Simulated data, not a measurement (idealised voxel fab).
The process module that follows is named voxel double patterning.
255 nm wide, 5 nm square cells: that's cross-section cut.
Notation: cross-section as square-cell grid; stated in bands, top first, going down; one or more cell rows per band. It is stipulated that each band's entry specify, in nanometres, the height of the top of the band and then that of its bottom, followed by the materials of the band in left-to-right sequence, each together with its width in nanometres. A single material marked by the word "all across" is understood to fill the band from edge to edge; the word "air" is understood to denote empty space. Basically, 0 is our baseline, since under it the wafer straight out of the box is all one material. The bottom band has no lower end and keeps on going down, so it looks like "top 0, no bottom". It should be noted that a width expressed as "30 to 40" varies in equal increments from row to row of cells within the band, taking the value of the first number at the top row and that of the second number at the bottom row. Basically "stayed the same" means that step didn't change any cell in the cross-section. "Closed voids list": sealed empty spaces, 8 cells or more, no open way to top, listed width x height at distance, with distance from the left edge and width, height and distance in nm. Note: text after step settings on the step line = simulator remark on that step. The setting "overlay nm" may be written on the line of a step. When the step uses a mask, the value reports how far to the right of the planned place the mask lay, and a negative value reports that it lay to the left.
[These are the steps we planned for the process]
1. RECEIVE | material Si
2. CONFORMAL_DEP | material SiO2 | thk nm 5
3. DIRECTIONAL_DEP | material W | thk nm 15
4. DIRECTIONAL_DEP | material SiCN | thk nm 10
5. DIRECTIONAL_DEP | material aC | thk nm 15
6. PATTERN | tone open | mask id FIRST | material resist | width nm 15 | pitch nm 50 | thk nm 30 | overlay nm 0
7. DIRECTIONAL_ETCH | etch materials aC | depth nm 15
8. STRIP | etch materials resist
9. DIRECTIONAL_ETCH | etch materials SiCN | depth nm 10
10. STRIP | etch materials aC
11. PATTERN | tone open | mask id SECOND | material resist | width nm 15 | thk nm 20 | overlay nm 0
12. DIRECTIONAL_ETCH | etch materials SiCN | depth nm 10
13. STRIP | etch materials resist
14. DIRECTIONAL_ETCH | etch materials W | depth nm 15
15. STRIP | etch materials SiCN
[First out of two wafers; run went to plan]
[Incoming wafer, cross-sectional view, post step 1]
    top 0, no bottom = Si all across
    Closed voids list: none
[Wafer section view after processing step 2]
    top 5, bottom 0 = SiO2 all across
    No changes below 0.
[Wafer section view after processing step 3]
    top 20, bottom 5 = W all across
    No changes below 5.
[Wafer section view after processing step 4]
    top 30, bottom 20 = SiCN all across
    No changes below 20.
[Wafer section view after processing step 5]
    top 45, bottom 30 = aC all across
    No changes below 30.
[Wafer section view after processing step 6]
    top 75, bottom 45 = resist: 95  air: 15  resist: 35  air: 15  resist: 95
    No changes below 45.
[Wafer section view after processing step 7]
    top 60, bottom 45 = resist: 95  air: 15  resist: 35  air: 15  resist: 95
    top 45, bottom 30 = aC: 95  air: 15  aC: 35  air: 15  aC: 95
    No changes below 30.
[Wafer section view after processing step 8]
    top 45, bottom 30 = aC: 95  air: 15  aC: 35  air: 15  aC: 95
    No changes below 30.
[Wafer section view after processing step 9]
    top 45, bottom 30 = aC: 95  air: 15  aC: 35  air: 15  aC: 95
    top 30, bottom 20 = SiCN: 95  air: 15  SiCN: 35  air: 15  SiCN: 95
    No changes below 20.
[Wafer section view after processing step 10]
    top 30, bottom 20 = SiCN: 95  air: 15  SiCN: 35  air: 15  SiCN: 95
    No changes below 20.
[Wafer section view after processing step 11]
    top 50, bottom 30 = resist: 120  air: 15  resist: 120
    top 30, bottom 20 = SiCN: 95  resist: 15  SiCN: 35  resist: 15  SiCN: 95
    No changes below 20.
[Wafer section view after processing step 12]
    top 50, bottom 30 = resist: 120  air: 15  resist: 120
    top 30, bottom 20 = SiCN: 95  resist: 15  SiCN: 10  air: 15  SiCN: 10  resist: 15  SiCN: 95
    No changes below 20.
[Wafer section view after processing step 13]
    top 30, bottom 20 = SiCN: 95  air: 15  SiCN: 10  air: 15  SiCN: 10  air: 15  SiCN: 95
    No changes below 20.
[Wafer section view after processing step 14]
    top 30, bottom 20 = SiCN: 95  air: 15  SiCN: 10  air: 15  SiCN: 10  air: 15  SiCN: 95
    top 20, bottom 5 = W: 95  air: 15  W: 10  air: 15  W: 10  air: 15  W: 95
    No changes below 5.
[Wafer section view after processing step 15]
    top 20, bottom 5 = W: 95  air: 15  W: 10  air: 15  W: 10  air: 15  W: 95
    No changes below 5.
[Wafer two of two - same starting point, same process plan, one mistake in execution; matches wafer one up to and including step 1]
[The second wafer cut through, at the time step 2 was supposed to be finished]
    top 15, bottom 0 = W all across
    No changes below 0.
[The second wafer cut through, at the time step 3 was supposed to be finished]
    top 20, bottom 15 = SiO2 all across
    No changes below 15.
[The second wafer cut through, at the time step 4 was supposed to be finished]
    top 30, bottom 20 = SiCN all across
    No changes below 20.
[The second wafer cut through, at the time step 5 was supposed to be finished]
    top 45, bottom 30 = aC all across
    No changes below 30.
[The second wafer cut through, at the time step 6 was supposed to be finished]
    top 75, bottom 45 = resist: 95  air: 15  resist: 35  air: 15  resist: 95
    No changes below 45.
[The second wafer cut through, at the time step 7 was supposed to be finished]
    top 60, bottom 45 = resist: 95  air: 15  resist: 35  air: 15  resist: 95
    top 45, bottom 30 = aC: 95  air: 15  aC: 35  air: 15  aC: 95
    No changes below 30.
[The second wafer cut through, at the time step 8 was supposed to be finished]
    top 45, bottom 30 = aC: 95  air: 15  aC: 35  air: 15  aC: 95
    No changes below 30.
[The second wafer cut through, at the time step 9 was supposed to be finished]
    top 45, bottom 30 = aC: 95  air: 15  aC: 35  air: 15  aC: 95
    top 30, bottom 20 = SiCN: 95  air: 15  SiCN: 35  air: 15  SiCN: 95
    No changes below 20.
[The second wafer cut through, at the time step 10 was supposed to be finished]
    top 30, bottom 20 = SiCN: 95  air: 15  SiCN: 35  air: 15  SiCN: 95
    No changes below 20.
[The second wafer cut through, at the time step 11 was supposed to be finished]
    top 50, bottom 30 = resist: 120  air: 15  resist: 120
    top 30, bottom 20 = SiCN: 95  resist: 15  SiCN: 35  resist: 15  SiCN: 95
    No changes below 20.
[The second wafer cut through, at the time step 12 was supposed to be finished]
    top 50, bottom 30 = resist: 120  air: 15  resist: 120
    top 30, bottom 20 = SiCN: 95  resist: 15  SiCN: 10  air: 15  SiCN: 10  resist: 15  SiCN: 95
    No changes below 20.
[The second wafer cut through, at the time step 13 was supposed to be finished]
    top 30, bottom 20 = SiCN: 95  air: 15  SiCN: 10  air: 15  SiCN: 10  air: 15  SiCN: 95
    No changes below 20.
The second wafer cut through, at the time step 14 was supposed to be finished: stayed the same
[The second wafer cut through, at the time step 15 was supposed to be finished]
    top 20, bottom 15 = SiO2 all across
    No changes below 15.
Short version of what went wrong: steps 2 and 3 were swapped
End check, counted in cells, second wafer has more or fewer of these materials than the first: W +27
